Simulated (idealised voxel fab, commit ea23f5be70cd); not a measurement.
process module | voxel ribs on slabs
Square cell edge 5 nm, section width 280 nm, ID cut.
Cross-section, as written here: a square-cell grid given band by band from the top down, where a band holds one or more rows of cells.
Each band's line starts with the height of the band's top and of its bottom, in nm. Then come its materials from left to right, each with its width in nm. One material with "everywhere" fills the band from edge to edge. "empty" is empty space.
Height is counted from the level 0, under which the received wafer is composed throughout of one material. The lowest of the bands is not closed at the bottom but continues downward, in the notation "0 and below".
It should be noted that a width expressed as "30..40" varies in equal increments from row to row of cells within the band, taking the value of the first number at the top row and that of the second number at the bottom row.
You'll sometimes find "identical to before" written for a step, and that's the way of saying that nowhere in the cross-section did a cell change during that step.
"Closed cavity list": sealed empty spaces, 8 cells or more, no open way to top, listed width x height at distance, with distance from the left edge and width, height and distance in nm.
Note: text after step settings on the step line = simulator remark on that step.
The optional step-line setting "overlay nm" applies to steps with a mask and quantifies how far to the right of its planned location the mask lay, a negative value indicating leftward placement.

Intended process steps:
| 1 | RECEIVE | material Si |
| 2 | DIRECTIONAL_DEP | material SiO2 | thk nm 25 |
| 3 | DIRECTIONAL_DEP | material SiN | thk nm 25 |
| 4 | DIRECTIONAL_DEP | material aC | thk nm 15 |
| 5 | PATTERN | tone cover | mask id RIB | material resist | width nm 30 | thk nm 35 | overlay nm 0 |
| 6 | DIRECTIONAL_ETCH | etch materials aC | depth nm 15 |
| 7 | STRIP | etch materials resist |
| 8 | DIRECTIONAL_ETCH | etch materials SiN | depth nm 10 |
| 9 | STRIP | etch materials aC |
| 10 | DIRECTIONAL_DEP | material aC | thk nm 10 |
| 11 | PATTERN | tone cover | mask id SLAB | material resist | width nm 90 | thk nm 25 | overlay nm 0 |
| 12 | DIRECTIONAL_ETCH | etch materials aC | depth nm 10 |
| 13 | STRIP | etch materials resist |
| 14 | DIRECTIONAL_ETCH | etch materials SiN | depth nm 15 |
| 15 | STRIP | etch materials aC |
| 16 | FILL_DEP | material SiO2 | thk nm 25 |
| 17 | CMP | height nm 65 |
| 18 | DIRECTIONAL_DEP | material TiN | thk nm 5 |
| 19 | DIRECTIONAL_DEP | material aC | thk nm 15 |
| 20 | PATTERN | tone cover | mask id HEATER | material resist | width nm 40 | thk nm 35 | overlay nm 0 |
| 21 | DIRECTIONAL_ETCH | etch materials aC | depth nm 15 |
| 22 | STRIP | etch materials resist |
| 23 | DIRECTIONAL_ETCH | etch materials TiN | depth nm 5 |
| 24 | STRIP | etch materials aC |
| 25 | CONFORMAL_DEP | material SiO2 | thk nm 10 |

Delivered wafer in cross-section: state after step 1:
> 0 and below | Si everywhere
> Closed cavity list: none

Post-module cross-section: identical start and plan to those above, one misstep in execution:
> 80 down to 75 | empty: 110, SiO2: 60, empty: 110
> 75 down to 70 | SiO2 everywhere
> 70 down to 65 | SiO2: 120, TiN: 40, SiO2: 120
> 65 down to 50 | SiO2 everywhere
> 50 down to 40 | SiO2: 125, SiN: 30, SiO2: 125
> 40 down to 25 | SiO2: 90, SiN: 90, SiO2: 100
> 25 down to 0 | SiO2 everywhere
> 0 and below | Si everywhere
> Closed cavity list: none
So what did we get wrong on this run? step 11 went in with a setting other than planned; the actual run was PATTERN | tone cover | mask id SLAB | material resist | width nm 90 | thk nm 25 | overlay nm -5
